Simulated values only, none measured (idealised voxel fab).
Process module heading - voxel capacitor over wiring
Cross-sectional view cut (width: 280 nm; square cell size: 5 nm).
In what follows, cross-sections appear as grids of square cells, described through bands that run from the top down, where every band is one or more rows of cells.
Within each band entry, the heights of the top and of the bottom of the band appear first, in that order and in nm; the materials of the band then follow from left to right, each with its corresponding width in nm. The designation "full width" on a single material indicates that it fills the band from edge to edge; the designation "blank" indicates empty space.
Counting heights begins at 0, where everything beneath is, in the wafer as received, one material. The lowest band has no bottom; it goes on downwards, as "from 0 down" shows.
It should be noted that a width expressed as "30 to 40" varies in equal increments from row to row of cells within the band, taking the value of the first number at the top row and that of the second number at the bottom row.
A step reported as "nothing got changed" is a step in which no cell of the cross-section changed.
Entry "Sealed-off cavities". Content: empty spaces with no open connection to the top, size 8 cells or greater. Each: width x height at distance. Distance: from left edge. Unit: nm.
It should be noted that, on the line of a given step, the content following the step's settings is a remark produced by the simulator itself with respect to that step.
On any step carrying a mask, the "overlay nm" setting, if present on the step's line, tells how far right of its planned place the mask lay; negative values point to the left.

# Steps in the process plan
1 RECEIVE [material Si]
2 CONFORMAL_DEP [material SiO2] [thk nm 15]
3 CONFORMAL_DEP [material SiCN] [thk nm 5]
4 DIRECTIONAL_DEP [material lowk] [thk nm 15]
5 MASKED_ETCH [tone open] [mask id METAL_1] [width nm 25] [pitch nm 90] [etch materials lowk] [depth nm 15] [overlay nm 0]
6 MASKED_ETCH [tone open] [mask id METAL_1] [width nm 25] [pitch nm 90] [etch materials SiCN] [depth nm 5] [overlay nm 0]
7 CONFORMAL_DEP [material TiN] [thk nm 5]
8 FILL_DEP [material Cu] [thk nm 5]
9 CMP [height nm 35]
10 CONFORMAL_DEP [material SiCN] [thk nm 5]
11 DIRECTIONAL_DEP [material SiO2] [thk nm 20]
12 MASKED_ETCH [tone open] [mask id PLUG_1] [width nm 15] [etch materials SiO2] [depth nm 20] [overlay nm 0]
13 MASKED_ETCH [tone open] [mask id PLUG_1] [width nm 15] [etch materials SiCN] [depth nm 5] [overlay nm 0]
14 EPI [material Ru] [thk nm 10]
15 EPI [material Ru] [thk nm 10]
16 EPI [material Ru] [thk nm 5]
17 DIRECTIONAL_DEP [material TiN] [thk nm 10]
18 DIRECTIONAL_DEP [material Al2O3] [thk nm 5]
19 DIRECTIONAL_DEP [material TiN] [thk nm 5]
20 PATTERN [tone cover] [mask id UPPER_PLATE] [material resist] [width nm 70] [thk nm 15] [overlay nm 0]
21 DIRECTIONAL_ETCH [etch materials TiN] [depth nm 5]
22 DIRECTIONAL_ETCH [etch materials Al2O3] [depth nm 5]
23 STRIP [etch materials resist]
24 MASKED_ETCH [tone cover] [mask id LOWER_PLATE] [width nm 80] [etch materials TiN] [depth nm 10] [overlay nm 0]
25 FILL_DEP [material SiO2] [thk nm 20]
26 CMP [height nm 95]
27 PATTERN [tone open] [mask id PLUG_2] [material resist] [width nm 15] [thk nm 20] [overlay nm 0]
28 DIRECTIONAL_ETCH [etch materials SiO2] [depth nm 15]
29 STRIP [etch materials resist]
30 CONFORMAL_DEP [material TiN] [thk nm 5]
31 FILL_DEP [material W] [thk nm 10]
32 CMP [height nm 95]
33 CONFORMAL_DEP [material SiCN] [thk nm 5]
The value of width nm given for step 12 in the plan refers to the first wafer; the wafers vary in this setting and are alike at the start.

# Cross-section of the first of several wafers on receipt, reflecting completion of step 1
	from 0 down  Si full width
	Sealed-off cavities: none

# The following table contains a row per wafer, in which are reported, at the conclusion of the module, the cells of each material gained (+) or lost (-) since the wafer's receipt, with its closed voids given thereafter
width nm 15 | +14 Al2O3 | +18 Cu | +15 Ru | +155 SiCN | +703 SiO2 | +75 TiN | +2 W | +138 lowk | Sealed-off cavities: none
width nm 20 | +14 Al2O3 | +18 Cu | +19 Ru | +155 SiCN | +699 SiO2 | +75 TiN | +2 W | +138 lowk | Sealed-off cavities: none
width nm 25 | +14 Al2O3 | +18 Cu | +23 Ru | +155 SiCN | +695 SiO2 | +75 TiN | +2 W | +138 lowk | Sealed-off cavities: none
width nm 30 | +14 Al2O3 | +18 Cu | +27 Ru | +155 SiCN | +691 SiO2 | +75 TiN | +2 W | +138 lowk | Sealed-off cavities: none
